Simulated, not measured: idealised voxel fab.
process module | voxel quadruple lines
cross-section cut | 215 nm wide | cells 5 nm
A cross-section is a grid of square cells, given in bands from the top down. A band is one or more rows of cells.
Each band's line starts with the height of the band's top and of its bottom, in nm. Then come its materials from left to right, each with its width in nm. One material with "throughout" fills the band from edge to edge. "air" is empty space.
Height 0 is the level under which the wafer as received is all one material. The lowest band goes on downwards, as in "0 down".
A width such as "30 to 40" changes by the same amount from each row of cells to the next, from the band's top row to its bottom row.
"no change" after a step means that no cell of the cross-section changed.
closed voids: empty space of 8 cells or more with no open way to the top, each as width x height at its distance from the left edge, in nm
after a step's settings: what the simulator itself notes on the step
overlay nm, on a step with a mask: how far to the right of its planned place the mask lay; to the left if negative
plan
1 op RECEIVE | material Si
2 op CONFORMAL_DEP | material SiO2 | thk nm 5
3 op DIRECTIONAL_DEP | material TiN | thk nm 15
4 op DIRECTIONAL_DEP | material polySi | thk nm 15
5 op DIRECTIONAL_DEP | material aC | thk nm 25
6 op PATTERN | tone cover | mask id MANDREL | material resist | width nm 35 | thk nm 35 | overlay nm 0
7 op DIRECTIONAL_ETCH | etch materials aC | depth nm 25
8 op STRIP | etch materials resist
9 op CONFORMAL_DEP | material SiO2 | thk nm 15
10 op DIRECTIONAL_ETCH | etch materials SiO2 | depth nm 15
11 op STRIP | etch materials aC
12 op DIRECTIONAL_ETCH | etch materials polySi | depth nm 15
13 op STRIP | etch materials SiO2
14 op CONFORMAL_DEP | material SiCN | thk nm 10
15 op DIRECTIONAL_ETCH | etch materials SiCN | depth nm 10
16 op STRIP | etch materials polySi
17 op DIRECTIONAL_ETCH | etch materials TiN | depth nm 15
18 op STRIP | etch materials SiCN
19 op FILL_DEP | material lowk | thk nm 10
20 op CMP | height nm 20
first wafer, as planned
as received, after step 1
  0 down: Si throughout
  closed voids: none
after step 2
  5 to 0: SiO2 throughout
  below 0: unchanged
after step 3
  20 to 5: TiN throughout
  below 5: unchanged
after step 4
  35 to 20: polySi throughout
  below 20: unchanged
after step 5
  60 to 35: aC throughout
  below 35: unchanged
after step 6
  95 to 60: air 90 | resist 35 | air 90
  below 60: unchanged
after step 7
  70 to 60: air 90 | resist 35 | air 90
  60 to 35: air 90 | aC 35 | air 90
  below 35: unchanged
after step 8
  60 to 35: air 90 | aC 35 | air 90
  below 35: unchanged
after step 9
  75 to 60: air 75 | SiO2 65 | air 75
  60 to 50: air 75 | SiO2 15 | aC 35 | SiO2 15 | air 75
  50 to 35: SiO2 90 | aC 35 | SiO2 90
  below 35: unchanged
after step 10
  60 to 35: air 75 | SiO2 15 | aC 35 | SiO2 15 | air 75
  below 35: unchanged
after step 11
  60 to 35: air 75 | SiO2 15 | air 35 | SiO2 15 | air 75
  below 35: unchanged
after step 12
  60 to 35: air 75 | SiO2 15 | air 35 | SiO2 15 | air 75
  35 to 20: air 75 | polySi 15 | air 35 | polySi 15 | air 75
  below 20: unchanged
after step 13
  35 to 20: air 75 | polySi 15 | air 35 | polySi 15 | air 75
  below 20: unchanged
after step 14
  45 to 35: air 65 | SiCN 35 | air 15 | SiCN 35 | air 65
  35 to 30: air 65 | SiCN 10 | polySi 15 | SiCN 10 | air 15 | SiCN 10 | polySi 15 | SiCN 10 | air 65
  30 to 20: SiCN 75 | polySi 15 | SiCN 35 | polySi 15 | SiCN 75
  below 20: unchanged
after step 15
  35 to 20: air 65 | SiCN 10 | polySi 15 | SiCN 10 | air 15 | SiCN 10 | polySi 15 | SiCN 10 | air 65
  below 20: unchanged
after step 16
  35 to 20: air 65 | SiCN 10 | air 15 | SiCN 10 | air 15 | SiCN 10 | air 15 | SiCN 10 | air 65
  below 20: unchanged
after step 17
  35 to 20: air 65 | SiCN 10 | air 15 | SiCN 10 | air 15 | SiCN 10 | air 15 | SiCN 10 | air 65
  20 to 5: air 65 | TiN 10 | air 15 | TiN 10 | air 15 | TiN 10 | air 15 | TiN 10 | air 65
  below 5: unchanged
after step 18
  20 to 5: air 65 | TiN 10 | air 15 | TiN 10 | air 15 | TiN 10 | air 15 | TiN 10 | air 65
  below 5: unchanged
after step 19
  30 to 20: lowk throughout
  20 to 5: lowk 65 | TiN 10 | lowk 15 | TiN 10 | lowk 15 | TiN 10 | lowk 15 | TiN 10 | lowk 65
  below 5: unchanged
after step 20
  20 to 5: lowk 65 | TiN 10 | lowk 15 | TiN 10 | lowk 15 | TiN 10 | lowk 15 | TiN 10 | lowk 65
  below 5: unchanged
second wafer: like start, like plan, one mistake. Through step 11 it matches the first wafer
when step 12 should have ended
  60 to 35: air 75 | SiO2 15 | air 35 | SiO2 15 | air 75
  35 to 20: air 75 | polySi 15 | air 35 | polySi 15 | air 75
  below 20: unchanged
when step 13 should have ended
  35 to 20: air 75 | polySi 15 | air 35 | polySi 15 | air 75
  below 20: unchanged
when step 14 should have ended
  45 to 35: air 65 | SiCN 35 | air 15 | SiCN 35 | air 65
  35 to 30: air 65 | SiCN 10 | polySi 15 | SiCN 10 | air 15 | SiCN 10 | polySi 15 | SiCN 10 | air 65
  30 to 20: SiCN 75 | polySi 15 | SiCN 35 | polySi 15 | SiCN 75
  below 20: unchanged
when step 15 should have ended
  35 to 20: air 65 | SiCN 10 | polySi 15 | SiCN 10 | air 15 | SiCN 10 | polySi 15 | SiCN 10 | air 65
  below 20: unchanged
when step 16 should have ended
  35 to 20: air 65 | SiCN 10 | air 15 | SiCN 10 | air 15 | SiCN 10 | air 15 | SiCN 10 | air 65
  below 20: unchanged
when step 17 should have ended
  35 to 20: air 65 | SiCN 10 | air 15 | SiCN 10 | air 15 | SiCN 10 | air 15 | SiCN 10 | air 65
  20 to 5: air 65 | TiN 10 | air 15 | TiN 10 | air 15 | TiN 10 | air 15 | TiN 10 | air 65
  below 5: unchanged
when step 18 should have ended
  20 to 5: air 65 | TiN 10 | air 15 | TiN 10 | air 15 | TiN 10 | air 15 | TiN 10 | air 65
  below 5: unchanged
when step 19 should have ended
  30 to 20: lowk throughout
  20 to 5: lowk 65 | TiN 10 | lowk 15 | TiN 10 | lowk 15 | TiN 10 | lowk 15 | TiN 10 | lowk 65
  below 5: unchanged
when step 20 should have ended
  20 to 5: lowk 65 | TiN 10 | lowk 15 | TiN 10 | lowk 15 | TiN 10 | lowk 15 | TiN 10 | lowk 65
  below 5: unchanged
what went wrong: step 12 was run twice
at the end the two cross-sections are the same: no effect in what this model computes
